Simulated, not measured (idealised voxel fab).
Process module in this document: voxel air gaps
210 nm wide, 5 nm square cells: that's cross-section cut.
Reading order for cross-sections: top band down to bottom band. Underlying form: a grid of square cells. Band size: one or more rows of cells.
Quick guide to a band line: top height, bottom height (nm) up front; then every material left to right with its width in nm. Only one material and it's marked "everywhere"? Then it fills the band edge to edge. And "blank" just means empty space.
Counting heights begins at 0, where everything beneath is, in the wafer as received, one material. The lowest band has no bottom; it goes on downwards, as "z 0 and below" shows.
The notation "30->40" denotes a width that varies across the rows of cells in the band, beginning at the first number in the top row, finishing at the second number in the bottom row, and changing by an identical amount from each row to the next.
The cross-section has no changed cell in any step marked "left unchanged".
For the entry "Closed void list", the listed items are empty spaces with no open way to the top whose size is 8 cells or more; each item follows the pattern width x height at distance, where distance is from the left edge and all three are in nm.
It should be noted that, on the line of a given step, the content following the step's settings is a remark produced by the simulator itself with respect to that step.
"overlay nm" on a masked step: distance the mask lay right of its planned place, negative for left.

The planned process steps are enumerated hereunder:
1: RECEIVE: material Si
2: CONFORMAL_DEP: material SiO2, thk nm 10
3: CONFORMAL_DEP: material SiCN, thk nm 5
4: DIRECTIONAL_DEP: material SiO2, thk nm 35
5: PATTERN: tone open, mask id LINES, material resist, width nm 15, pitch nm 40, thk nm 15, overlay nm 0
6: DIRECTIONAL_ETCH: etch materials SiO2, depth nm 35
7: STRIP: etch materials resist
8: CONFORMAL_DEP: material TiN, thk nm 5
9: FILL_DEP: material Cu, thk nm 10
10: CMP: height nm 50
11: EPI: material Ru, thk nm 10
12: SELECTIVE_ETCH: etch materials SiO2, depth nm 45
13: CONFORMAL_DEP: material SiCN, thk nm 5

Of two wafers, the first: run according to plan:

So this is the incoming wafer in cross-section - it's already been through step 1:
> z 0 and below | Si everywhere
> Closed void list: none

Wafer after step 2 (cross-section):
> z 10 to 0 | SiO2 everywhere
> Below a height of 0, the structure has not been altered.

Wafer after step 3 (cross-section):
> z 15 to 10 | SiCN everywhere
> Below a height of 10, the structure has not been altered.

Wafer after step 4 (cross-section):
> z 50 to 15 | SiO2 everywhere
> Below a height of 15, the structure has not been altered.

Wafer after step 5 (cross-section):
> z 65 to 50 | 55 nm resist, 15 nm blank, 25 nm resist, 15 nm blank, 25 nm resist, 15 nm blank, 60 nm resist
> Below a height of 50, the structure has not been altered.

Wafer after step 6 (cross-section):
> z 65 to 50 | 55 nm resist, 15 nm blank, 25 nm resist, 15 nm blank, 25 nm resist, 15 nm blank, 60 nm resist
> z 50 to 15 | 55 nm SiO2, 15 nm blank, 25 nm SiO2, 15 nm blank, 25 nm SiO2, 15 nm blank, 60 nm SiO2
> Below a height of 15, the structure has not been altered.

Wafer after step 7 (cross-section):
> z 50 to 15 | 55 nm SiO2, 15 nm blank, 25 nm SiO2, 15 nm blank, 25 nm SiO2, 15 nm blank, 60 nm SiO2
> Below a height of 15, the structure has not been altered.

Wafer after step 8 (cross-section):
> z 55 to 50 | 60 nm TiN, 5 nm blank, 35 nm TiN, 5 nm blank, 35 nm TiN, 5 nm blank, 65 nm TiN
> z 50 to 20 | 55 nm SiO2, 5 nm TiN, 5 nm blank, 5 nm TiN, 25 nm SiO2, 5 nm TiN, 5 nm blank, 5 nm TiN, 25 nm SiO2, 5 nm TiN, 5 nm blank, 5 nm TiN, 60 nm SiO2
> z 20 to 15 | 55 nm SiO2, 15 nm TiN, 25 nm SiO2, 15 nm TiN, 25 nm SiO2, 15 nm TiN, 60 nm SiO2
> Below a height of 15, the structure has not been altered.

Wafer after step 9 (cross-section):
> z 65 to 55 | Cu everywhere
> z 55 to 50 | 60 nm TiN, 5 nm Cu, 35 nm TiN, 5 nm Cu, 35 nm TiN, 5 nm Cu, 65 nm TiN
> z 50 to 20 | 55 nm SiO2, 5 nm TiN, 5 nm Cu, 5 nm TiN, 25 nm SiO2, 5 nm TiN, 5 nm Cu, 5 nm TiN, 25 nm SiO2, 5 nm TiN, 5 nm Cu, 5 nm TiN, 60 nm SiO2
> Below a height of 20, the structure has not been altered.

Wafer after step 10 (cross-section):
> z 50 to 20 | 55 nm SiO2, 5 nm TiN, 5 nm Cu, 5 nm TiN, 25 nm SiO2, 5 nm TiN, 5 nm Cu, 5 nm TiN, 25 nm SiO2, 5 nm TiN, 5 nm Cu, 5 nm TiN, 60 nm SiO2
> Below a height of 20, the structure has not been altered.

Wafer after step 11 (cross-section):
> z 60 to 50 | 45 nm blank, 35 nm Ru, 5 nm blank, 35 nm Ru, 5 nm blank, 35 nm Ru, 50 nm blank
> Below a height of 50, the structure has not been altered.

Wafer after step 12 (cross-section):
> z 60 to 50 | 45 nm blank, 35 nm Ru, 5 nm blank, 35 nm Ru, 5 nm blank, 35 nm Ru, 50 nm blank
> z 50 to 20 | 55 nm blank, 5 nm TiN, 5 nm Cu, 5 nm TiN, 25 nm blank, 5 nm TiN, 5 nm Cu, 5 nm TiN, 25 nm blank, 5 nm TiN, 5 nm Cu, 5 nm TiN, 60 nm blank
> z 20 to 15 | 55 nm blank, 15 nm TiN, 25 nm blank, 15 nm TiN, 25 nm blank, 15 nm TiN, 60 nm blank
> Below a height of 15, the structure has not been altered.

Wafer after step 13 (cross-section):
> z 65 to 60 | 40 nm blank, 125 nm SiCN, 45 nm blank
> z 60 to 50 | 40 nm blank, 5 nm SiCN, 35 nm Ru, 5 nm SiCN, 35 nm Ru, 5 nm SiCN, 35 nm Ru, 5 nm SiCN, 45 nm blank
> z 50 to 45 | 40 nm blank, 15 nm SiCN, 5 nm TiN, 5 nm Cu, 5 nm TiN, 25 nm SiCN, 5 nm TiN, 5 nm Cu, 5 nm TiN, 25 nm SiCN, 5 nm TiN, 5 nm Cu, 5 nm TiN, 15 nm SiCN, 45 nm blank
> z 45 to 20 | 50 nm blank, 5 nm SiCN, 5 nm TiN, 5 nm Cu, 5 nm TiN, 5 nm SiCN, 15 nm blank, 5 nm SiCN, 5 nm TiN, 5 nm Cu, 5 nm TiN, 5 nm SiCN, 15 nm blank, 5 nm SiCN, 5 nm TiN, 5 nm Cu, 5 nm TiN, 5 nm SiCN, 55 nm blank
> z 20 to 15 | 55 nm SiCN, 15 nm TiN, 25 nm SiCN, 15 nm TiN, 25 nm SiCN, 15 nm TiN, 60 nm SiCN
> Below a height of 15, the structure has not been altered.
> Closed void list: 15 x 25 at 75; 15 x 25 at 115

Wafer two of two - same starting point, same process plan, one mistake in execution; matches wafer one up to and including step 4:

Cross-section: second wafer, time at which step 5 was scheduled to end:
> z 65 to 50 | 45 nm resist, 15 nm blank, 25 nm resist, 15 nm blank, 25 nm resist, 15 nm blank, 70 nm resist
> Below a height of 50, the structure has not been altered.

Cross-section: second wafer, time at which step 6 was scheduled to end:
> z 65 to 50 | 45 nm resist, 15 nm blank, 25 nm resist, 15 nm blank, 25 nm resist, 15 nm blank, 70 nm resist
> z 50 to 15 | 45 nm SiO2, 15 nm blank, 25 nm SiO2, 15 nm blank, 25 nm SiO2, 15 nm blank, 70 nm SiO2
> Below a height of 15, the structure has not been altered.

Cross-section: second wafer, time at which step 7 was scheduled to end:
> z 50 to 15 | 45 nm SiO2, 15 nm blank, 25 nm SiO2, 15 nm blank, 25 nm SiO2, 15 nm blank, 70 nm SiO2
> Below a height of 15, the structure has not been altered.

Cross-section: second wafer, time at which step 8 was scheduled to end:
> z 55 to 50 | 50 nm TiN, 5 nm blank, 35 nm TiN, 5 nm blank, 35 nm TiN, 5 nm blank, 75 nm TiN
> z 50 to 20 | 45 nm SiO2, 5 nm TiN, 5 nm blank, 5 nm TiN, 25 nm SiO2, 5 nm TiN, 5 nm blank, 5 nm TiN, 25 nm SiO2, 5 nm TiN, 5 nm blank, 5 nm TiN, 70 nm SiO2
> z 20 to 15 | 45 nm SiO2, 15 nm TiN, 25 nm SiO2, 15 nm TiN, 25 nm SiO2, 15 nm TiN, 70 nm SiO2
> Below a height of 15, the structure has not been altered.

Cross-section: second wafer, time at which step 9 was scheduled to end:
> z 65 to 55 | Cu everywhere
> z 55 to 50 | 50 nm TiN, 5 nm Cu, 35 nm TiN, 5 nm Cu, 35 nm TiN, 5 nm Cu, 75 nm TiN
> z 50 to 20 | 45 nm SiO2, 5 nm TiN, 5 nm Cu, 5 nm TiN, 25 nm SiO2, 5 nm TiN, 5 nm Cu, 5 nm TiN, 25 nm SiO2, 5 nm TiN, 5 nm Cu, 5 nm TiN, 70 nm SiO2
> Below a height of 20, the structure has not been altered.

Cross-section: second wafer, time at which step 10 was scheduled to end:
> z 50 to 20 | 45 nm SiO2, 5 nm TiN, 5 nm Cu, 5 nm TiN, 25 nm SiO2, 5 nm TiN, 5 nm Cu, 5 nm TiN, 25 nm SiO2, 5 nm TiN, 5 nm Cu, 5 nm TiN, 70 nm SiO2
> Below a height of 20, the structure has not been altered.

Cross-section: second wafer, time at which step 11 was scheduled to end:
> z 60 to 50 | 35 nm blank, 35 nm Ru, 5 nm blank, 35 nm Ru, 5 nm blank, 35 nm Ru, 60 nm blank
> Below a height of 50, the structure has not been altered.

Cross-section: second wafer, time at which step 12 was scheduled to end:
> z 60 to 50 | 35 nm blank, 35 nm Ru, 5 nm blank, 35 nm Ru, 5 nm blank, 35 nm Ru, 60 nm blank
> z 50 to 20 | 45 nm blank, 5 nm TiN, 5 nm Cu, 5 nm TiN, 25 nm blank, 5 nm TiN, 5 nm Cu, 5 nm TiN, 25 nm blank, 5 nm TiN, 5 nm Cu, 5 nm TiN, 70 nm blank
> z 20 to 15 | 45 nm blank, 15 nm TiN, 25 nm blank, 15 nm TiN, 25 nm blank, 15 nm TiN, 70 nm blank
> Below a height of 15, the structure has not been altered.

Cross-section: second wafer, time at which step 13 was scheduled to end:
> z 65 to 60 | 30 nm blank, 125 nm SiCN, 55 nm blank
> z 60 to 50 | 30 nm blank, 5 nm SiCN, 35 nm Ru, 5 nm SiCN, 35 nm Ru, 5 nm SiCN, 35 nm Ru, 5 nm SiCN, 55 nm blank
> z 50 to 45 | 30 nm blank, 15 nm SiCN, 5 nm TiN, 5 nm Cu, 5 nm TiN, 25 nm SiCN, 5 nm TiN, 5 nm Cu, 5 nm TiN, 25 nm SiCN, 5 nm TiN, 5 nm Cu, 5 nm TiN, 15 nm SiCN, 55 nm blank
> z 45 to 20 | 40 nm blank, 5 nm SiCN, 5 nm TiN, 5 nm Cu, 5 nm TiN, 5 nm SiCN, 15 nm blank, 5 nm SiCN, 5 nm TiN, 5 nm Cu, 5 nm TiN, 5 nm SiCN, 15 nm blank, 5 nm SiCN, 5 nm TiN, 5 nm Cu, 5 nm TiN, 5 nm SiCN, 65 nm blank
> z 20 to 15 | 45 nm SiCN, 15 nm TiN, 25 nm SiCN, 15 nm TiN, 25 nm SiCN, 15 nm TiN, 70 nm SiCN
> Below a height of 15, the structure has not been altered.
> Closed void list: 15 x 25 at 65; 15 x 25 at 105
Nonconformance to the process plan: step 5 ran as: PATTERN: tone open, mask id LINES, material resist, width nm 15, pitch nm 40, thk nm 15, overlay nm -10
At the end, each material covers as many cells on the second wafer as it does on the first, though the cells it covers are elsewhere.
